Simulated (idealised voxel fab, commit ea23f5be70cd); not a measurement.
voxel self aligned contacts: a process module
Xsec cut, 170 nm wide, square cell size 5 nm.
How to read a cross-section here: the picture is a grid of square cells, written as bands going from the top down, and any band can span one or more rows of cells. Band: top height; bottom height; in nm. Then, left to right: material with width in nm, for each material. "edge to edge": a single material spanning edge to edge. "empty": empty space. Beneath 0, the wafer as received is one material, and that level is where height counting begins. The lowest band goes on downward without a bottom; it is written like "0 and below". Width: "30..40" (first number = top row, second number = bottom row, same change from row to row of cells). Step note "everything unchanged" = no cross-section cell changed. Any empty space of 8 cells or more lacking an open way to the top shows up in "Unvented cavities" as width x height at distance, distance from the left edge, in nm. Formally, on a step line, whatever follows the settings is a remark that the simulator itself makes on the step. If you see "overlay nm" on a step's line and that step has a mask, it's telling you how far right of where it was planned the mask ended up; a negative number means it went left instead.
Listed below are the process steps as planned:
| 1 | RECEIVE: material Si |
| 2 | CONFORMAL_DEP: material SiO2, thk nm 5 |
| 3 | DIRECTIONAL_DEP: material polySi, thk nm 30 |
| 4 | DIRECTIONAL_DEP: material SiN, thk nm 15 |
| 5 | DIRECTIONAL_DEP: material aC, thk nm 10 |
| 6 | PATTERN: tone cover, mask id GATE, material resist, width nm 25, pitch nm 55, thk nm 30, overlay nm 0 |
| 7 | DIRECTIONAL_ETCH: etch materials aC, depth nm 10 |
| 8 | STRIP: etch materials resist |
| 9 | DIRECTIONAL_ETCH: etch materials SiN, depth nm 15 |
| 10 | DIRECTIONAL_ETCH: etch materials polySi, depth nm 30 |
| 11 | STRIP: etch materials aC |
| 12 | CONFORMAL_DEP: material SiN, thk nm 5 |
| 13 | DIRECTIONAL_ETCH: etch materials SiN, depth nm 5 |
| 14 | FILL_DEP: material SiO2, thk nm 20 |
| 15 | CMP: height nm 60 |
| 16 | MASKED_ETCH: tone open, mask id CONTACT, width nm 40, pitch nm 55, etch materials SiO2, depth nm 60, overlay nm 0 |
| 17 | CONFORMAL_DEP: material TiN, thk nm 5 |
| 18 | FILL_DEP: material W, thk nm 10 |
| 19 | CMP: height nm 60 |
| 20 | CONFORMAL_DEP: material SiCN, thk nm 5 |
The first of the two wafers, which ran as planned:
Cross-section of the wafer at receipt, which is the condition after step 1:
0 and below  Si edge to edge
Unvented cavities: none
So this is the wafer cross-section right after step 2:
5 down to 0  SiO2 edge to edge
For the remainder of the cross-section, below 0, there is no change.
So this is the wafer cross-section right after step 3:
35 down to 5  polySi edge to edge
For the remainder of the cross-section, below 5, there is no change.
So this is the wafer cross-section right after step 4:
50 down to 35  SiN edge to edge
For the remainder of the cross-section, below 35, there is no change.
So this is the wafer cross-section right after step 5:
60 down to 50  aC edge to edge
For the remainder of the cross-section, below 50, there is no change.
So this is the wafer cross-section right after step 6:
90 down to 60  empty 15 nm | resist 25 nm | empty 30 nm | resist 25 nm | empty 30 nm | resist 25 nm | empty 20 nm
For the remainder of the cross-section, below 60, there is no change.
So this is the wafer cross-section right after step 7:
80 down to 60  empty 15 nm | resist 25 nm | empty 30 nm | resist 25 nm | empty 30 nm | resist 25 nm | empty 20 nm
60 down to 50  empty 15 nm | aC 25 nm | empty 30 nm | aC 25 nm | empty 30 nm | aC 25 nm | empty 20 nm
For the remainder of the cross-section, below 50, there is no change.
So this is the wafer cross-section right after step 8:
60 down to 50  empty 15 nm | aC 25 nm | empty 30 nm | aC 25 nm | empty 30 nm | aC 25 nm | empty 20 nm
For the remainder of the cross-section, below 50, there is no change.
So this is the wafer cross-section right after step 9:
60 down to 50  empty 15 nm | aC 25 nm | empty 30 nm | aC 25 nm | empty 30 nm | aC 25 nm | empty 20 nm
50 down to 35  empty 15 nm | SiN 25 nm | empty 30 nm | SiN 25 nm | empty 30 nm | SiN 25 nm | empty 20 nm
For the remainder of the cross-section, below 35, there is no change.
So this is the wafer cross-section right after step 10:
60 down to 50  empty 15 nm | aC 25 nm | empty 30 nm | aC 25 nm | empty 30 nm | aC 25 nm | empty 20 nm
50 down to 35  empty 15 nm | SiN 25 nm | empty 30 nm | SiN 25 nm | empty 30 nm | SiN 25 nm | empty 20 nm
35 down to 5  empty 15 nm | polySi 25 nm | empty 30 nm | polySi 25 nm | empty 30 nm | polySi 25 nm | empty 20 nm
For the remainder of the cross-section, below 5, there is no change.
So this is the wafer cross-section right after step 11:
50 down to 35  empty 15 nm | SiN 25 nm | empty 30 nm | SiN 25 nm | empty 30 nm | SiN 25 nm | empty 20 nm
For the remainder of the cross-section, below 35, there is no change.
So this is the wafer cross-section right after step 12:
55 down to 35  empty 10 nm | SiN 35 nm | empty 20 nm | SiN 35 nm | empty 20 nm | SiN 35 nm | empty 15 nm
35 down to 10  empty 10 nm | SiN 5 nm | polySi 25 nm | SiN 5 nm | empty 20 nm | SiN 5 nm | polySi 25 nm | SiN 5 nm | empty 20 nm | SiN 5 nm | polySi 25 nm | SiN 5 nm | empty 15 nm
10 down to 5  SiN 15 nm | polySi 25 nm | SiN 30 nm | polySi 25 nm | SiN 30 nm | polySi 25 nm | SiN 20 nm
For the remainder of the cross-section, below 5, there is no change.
So this is the wafer cross-section right after step 13:
50 down to 35  empty 10 nm | SiN 35 nm | empty 20 nm | SiN 35 nm | empty 20 nm | SiN 35 nm | empty 15 nm
35 down to 5  empty 10 nm | SiN 5 nm | polySi 25 nm | SiN 5 nm | empty 20 nm | SiN 5 nm | polySi 25 nm | SiN 5 nm | empty 20 nm | SiN 5 nm | polySi 25 nm | SiN 5 nm | empty 15 nm
For the remainder of the cross-section, below 5, there is no change.
So this is the wafer cross-section right after step 14:
70 down to 50  SiO2 edge to edge
50 down to 35  SiO2 10 nm | SiN 35 nm | SiO2 20 nm | SiN 35 nm | SiO2 20 nm | SiN 35 nm | SiO2 15 nm
35 down to 5  SiO2 10 nm | SiN 5 nm | polySi 25 nm | SiN 5 nm | SiO2 20 nm | SiN 5 nm | polySi 25 nm | SiN 5 nm | SiO2 20 nm | SiN 5 nm | polySi 25 nm | SiN 5 nm | SiO2 15 nm
For the remainder of the cross-section, below 5, there is no change.
So this is the wafer cross-section right after step 15:
60 down to 50  SiO2 edge to edge
For the remainder of the cross-section, below 50, there is no change.
So this is the wafer cross-section right after step 16:
60 down to 50  SiO2 35 nm | empty 40 nm | SiO2 15 nm | empty 40 nm | SiO2 40 nm
50 down to 35  SiO2 10 nm | SiN 35 nm | empty 20 nm | SiN 35 nm | empty 20 nm | SiN 35 nm | SiO2 15 nm
35 down to 5  SiO2 10 nm | SiN 5 nm | polySi 25 nm | SiN 5 nm | empty 20 nm | SiN 5 nm | polySi 25 nm | SiN 5 nm | empty 20 nm | SiN 5 nm | polySi 25 nm | SiN 5 nm | SiO2 15 nm
5 down to 0  SiO2 45 nm | empty 20 nm | SiO2 35 nm | empty 20 nm | SiO2 50 nm
For the remainder of the cross-section, below 0, there is no change.
So this is the wafer cross-section right after step 17:
65 down to 60  TiN 40 nm | empty 30 nm | TiN 25 nm | empty 30 nm | TiN 45 nm
60 down to 50  SiO2 35 nm | TiN 5..15 nm | empty 30..10 nm | TiN 5..15 nm | SiO2 15 nm | TiN 5..15 nm | empty 30..10 nm | TiN 5..15 nm | SiO2 40 nm
50 down to 35  SiO2 10 nm | SiN 35 nm | TiN 5 nm | empty 10 nm | TiN 5 nm | SiN 35 nm | TiN 5 nm | empty 10 nm | TiN 5 nm | SiN 35 nm | SiO2 15 nm
35 down to 5  SiO2 10 nm | SiN 5 nm | polySi 25 nm | SiN 5 nm | TiN 5 nm | empty 10 nm | TiN 5 nm | SiN 5 nm | polySi 25 nm | SiN 5 nm | TiN 5 nm | empty 10 nm | TiN 5 nm | SiN 5 nm | polySi 25 nm | SiN 5 nm | SiO2 15 nm
5 down to 0  SiO2 45 nm | TiN 20 nm | SiO2 35 nm | TiN 20 nm | SiO2 50 nm
For the remainder of the cross-section, below 0, there is no change.
So this is the wafer cross-section right after step 18:
75 down to 65  W edge to edge
65 down to 60  TiN 40 nm | W 30 nm | TiN 25 nm | W 30 nm | TiN 45 nm
60 down to 50  SiO2 35 nm | TiN 5..15 nm | W 30..10 nm | TiN 5..15 nm | SiO2 15 nm | TiN 5..15 nm | W 30..10 nm | TiN 5..15 nm | SiO2 40 nm
50 down to 35  SiO2 10 nm | SiN 35 nm | TiN 5 nm | W 10 nm | TiN 5 nm | SiN 35 nm | TiN 5 nm | W 10 nm | TiN 5 nm | SiN 35 nm | SiO2 15 nm
35 down to 5  SiO2 10 nm | SiN 5 nm | polySi 25 nm | SiN 5 nm | TiN 5 nm | W 10 nm | TiN 5 nm | SiN 5 nm | polySi 25 nm | SiN 5 nm | TiN 5 nm | W 10 nm | TiN 5 nm | SiN 5 nm | polySi 25 nm | SiN 5 nm | SiO2 15 nm
For the remainder of the cross-section, below 5, there is no change.
So this is the wafer cross-section right after step 19:
60 down to 50  SiO2 35 nm | TiN 5..15 nm | W 30..10 nm | TiN 5..15 nm | SiO2 15 nm | TiN 5..15 nm | W 30..10 nm | TiN 5..15 nm | SiO2 40 nm
For the remainder of the cross-section, below 50, there is no change.
So this is the wafer cross-section right after step 20:
65 down to 60  SiCN edge to edge
For the remainder of the cross-section, below 60, there is no change.
Second wafer - shared start and plan with the first - one error in running - same as the first up to step 2 inclusive:
Cross-section: second wafer, time at which step 3 was scheduled to end:
25 down to 5  polySi edge to edge
For the remainder of the cross-section, below 5, there is no change.
Cross-section: second wafer, time at which step 4 was scheduled to end:
40 down to 25  SiN edge to edge
For the remainder of the cross-section, below 25, there is no change.
Cross-section: second wafer, time at which step 5 was scheduled to end:
50 down to 40  aC edge to edge
For the remainder of the cross-section, below 40, there is no change.
Cross-section: second wafer, time at which step 6 was scheduled to end:
80 down to 50  empty 15 nm | resist 25 nm | empty 30 nm | resist 25 nm | empty 30 nm | resist 25 nm | empty 20 nm
For the remainder of the cross-section, below 50, there is no change.
Cross-section: second wafer, time at which step 7 was scheduled to end:
70 down to 50  empty 15 nm | resist 25 nm | empty 30 nm | resist 25 nm | empty 30 nm | resist 25 nm | empty 20 nm
50 down to 40  empty 15 nm | aC 25 nm | empty 30 nm | aC 25 nm | empty 30 nm | aC 25 nm | empty 20 nm
For the remainder of the cross-section, below 40, there is no change.
Cross-section: second wafer, time at which step 8 was scheduled to end:
50 down to 40  empty 15 nm | aC 25 nm | empty 30 nm | aC 25 nm | empty 30 nm | aC 25 nm | empty 20 nm
For the remainder of the cross-section, below 40, there is no change.
Cross-section: second wafer, time at which step 9 was scheduled to end:
50 down to 40  empty 15 nm | aC 25 nm | empty 30 nm | aC 25 nm | empty 30 nm | aC 25 nm | empty 20 nm
40 down to 25  empty 15 nm | SiN 25 nm | empty 30 nm | SiN 25 nm | empty 30 nm | SiN 25 nm | empty 20 nm
For the remainder of the cross-section, below 25, there is no change.
Cross-section: second wafer, time at which step 10 was scheduled to end:
50 down to 40  empty 15 nm | aC 25 nm | empty 30 nm | aC 25 nm | empty 30 nm | aC 25 nm | empty 20 nm
40 down to 25  empty 15 nm | SiN 25 nm | empty 30 nm | SiN 25 nm | empty 30 nm | SiN 25 nm | empty 20 nm
25 down to 5  empty 15 nm | polySi 25 nm | empty 30 nm | polySi 25 nm | empty 30 nm | polySi 25 nm | empty 20 nm
For the remainder of the cross-section, below 5, there is no change.
Cross-section: second wafer, time at which step 11 was scheduled to end:
40 down to 25  empty 15 nm | SiN 25 nm | empty 30 nm | SiN 25 nm | empty 30 nm | SiN 25 nm | empty 20 nm
For the remainder of the cross-section, below 25, there is no change.
Cross-section: second wafer, time at which step 12 was scheduled to end:
45 down to 25  empty 10 nm | SiN 35 nm | empty 20 nm | SiN 35 nm | empty 20 nm | SiN 35 nm | empty 15 nm
25 down to 10  empty 10 nm | SiN 5 nm | polySi 25 nm | SiN 5 nm | empty 20 nm | SiN 5 nm | polySi 25 nm | SiN 5 nm | empty 20 nm | SiN 5 nm | polySi 25 nm | SiN 5 nm | empty 15 nm
10 down to 5  SiN 15 nm | polySi 25 nm | SiN 30 nm | polySi 25 nm | SiN 30 nm | polySi 25 nm | SiN 20 nm
For the remainder of the cross-section, below 5, there is no change.
Cross-section: second wafer, time at which step 13 was scheduled to end:
40 down to 25  empty 10 nm | SiN 35 nm | empty 20 nm | SiN 35 nm | empty 20 nm | SiN 35 nm | empty 15 nm
25 down to 5  empty 10 nm | SiN 5 nm | polySi 25 nm | SiN 5 nm | empty 20 nm | SiN 5 nm | polySi 25 nm | SiN 5 nm | empty 20 nm | SiN 5 nm | polySi 25 nm | SiN 5 nm | empty 15 nm
For the remainder of the cross-section, below 5, there is no change.
Cross-section: second wafer, time at which step 14 was scheduled to end:
60 down to 40  SiO2 edge to edge
40 down to 25  SiO2 10 nm | SiN 35 nm | SiO2 20 nm | SiN 35 nm | SiO2 20 nm | SiN 35 nm | SiO2 15 nm
25 down to 5  SiO2 10 nm | SiN 5 nm | polySi 25 nm | SiN 5 nm | SiO2 20 nm | SiN 5 nm | polySi 25 nm | SiN 5 nm | SiO2 20 nm | SiN 5 nm | polySi 25 nm | SiN 5 nm | SiO2 15 nm
For the remainder of the cross-section, below 5, there is no change.
Cross-section: second wafer, time at which step 15 was scheduled to end: everything unchanged
Cross-section: second wafer, time at which step 16 was scheduled to end:
60 down to 40  SiO2 35 nm | empty 40 nm | SiO2 15 nm | empty 40 nm | SiO2 40 nm
40 down to 25  SiO2 10 nm | SiN 35 nm | empty 20 nm | SiN 35 nm | empty 20 nm | SiN 35 nm | SiO2 15 nm
25 down to 5  SiO2 10 nm | SiN 5 nm | polySi 25 nm | SiN 5 nm | empty 20 nm | SiN 5 nm | polySi 25 nm | SiN 5 nm | empty 20 nm | SiN 5 nm | polySi 25 nm | SiN 5 nm | SiO2 15 nm
5 down to 0  SiO2 45 nm | empty 20 nm | SiO2 35 nm | empty 20 nm | SiO2 50 nm
For the remainder of the cross-section, below 0, there is no change.
Cross-section: second wafer, time at which step 17 was scheduled to end:
65 down to 60  TiN 40 nm | empty 30 nm | TiN 25 nm | empty 30 nm | TiN 45 nm
60 down to 45  SiO2 35 nm | TiN 5 nm | empty 30 nm | TiN 5 nm | SiO2 15 nm | TiN 5 nm | empty 30 nm | TiN 5 nm | SiO2 40 nm
45 down to 40  SiO2 35 nm | TiN 15 nm | empty 10 nm | TiN 15 nm | SiO2 15 nm | TiN 15 nm | empty 10 nm | TiN 15 nm | SiO2 40 nm
40 down to 25  SiO2 10 nm | SiN 35 nm | TiN 5 nm | empty 10 nm | TiN 5 nm | SiN 35 nm | TiN 5 nm | empty 10 nm | TiN 5 nm | SiN 35 nm | SiO2 15 nm
25 down to 5  SiO2 10 nm | SiN 5 nm | polySi 25 nm | SiN 5 nm | TiN 5 nm | empty 10 nm | TiN 5 nm | SiN 5 nm | polySi 25 nm | SiN 5 nm | TiN 5 nm | empty 10 nm | TiN 5 nm | SiN 5 nm | polySi 25 nm | SiN 5 nm | SiO2 15 nm
5 down to 0  SiO2 45 nm | TiN 20 nm | SiO2 35 nm | TiN 20 nm | SiO2 50 nm
For the remainder of the cross-section, below 0, there is no change.
Cross-section: second wafer, time at which step 18 was scheduled to end:
75 down to 65  W edge to edge
65 down to 60  TiN 40 nm | W 30 nm | TiN 25 nm | W 30 nm | TiN 45 nm
60 down to 45  SiO2 35 nm | TiN 5 nm | W 30 nm | TiN 5 nm | SiO2 15 nm | TiN 5 nm | W 30 nm | TiN 5 nm | SiO2 40 nm
45 down to 40  SiO2 35 nm | TiN 15 nm | W 10 nm | TiN 15 nm | SiO2 15 nm | TiN 15 nm | W 10 nm | TiN 15 nm | SiO2 40 nm
40 down to 25  SiO2 10 nm | SiN 35 nm | TiN 5 nm | W 10 nm | TiN 5 nm | SiN 35 nm | TiN 5 nm | W 10 nm | TiN 5 nm | SiN 35 nm | SiO2 15 nm
25 down to 5  SiO2 10 nm | SiN 5 nm | polySi 25 nm | SiN 5 nm | TiN 5 nm | W 10 nm | TiN 5 nm | SiN 5 nm | polySi 25 nm | SiN 5 nm | TiN 5 nm | W 10 nm | TiN 5 nm | SiN 5 nm | polySi 25 nm | SiN 5 nm | SiO2 15 nm
For the remainder of the cross-section, below 5, there is no change.
Cross-section: second wafer, time at which step 19 was scheduled to end:
60 down to 45  SiO2 35 nm | TiN 5 nm | W 30 nm | TiN 5 nm | SiO2 15 nm | TiN 5 nm | W 30 nm | TiN 5 nm | SiO2 40 nm
For the remainder of the cross-section, below 45, there is no change.
Cross-section: second wafer, time at which step 20 was scheduled to end:
65 down to 60  SiCN edge to edge
For the remainder of the cross-section, below 60, there is no change.
In executing the process, a mistake was made relative to the plan: note that step 3 departed from the planned setting and was carried out as DIRECTIONAL_DEP: material polySi, thk nm 20
Wafer comparison, final, in cells, second relative to first, materials more or fewer: -12 SiN | +26 SiO2 | +16 W | -30 polySi
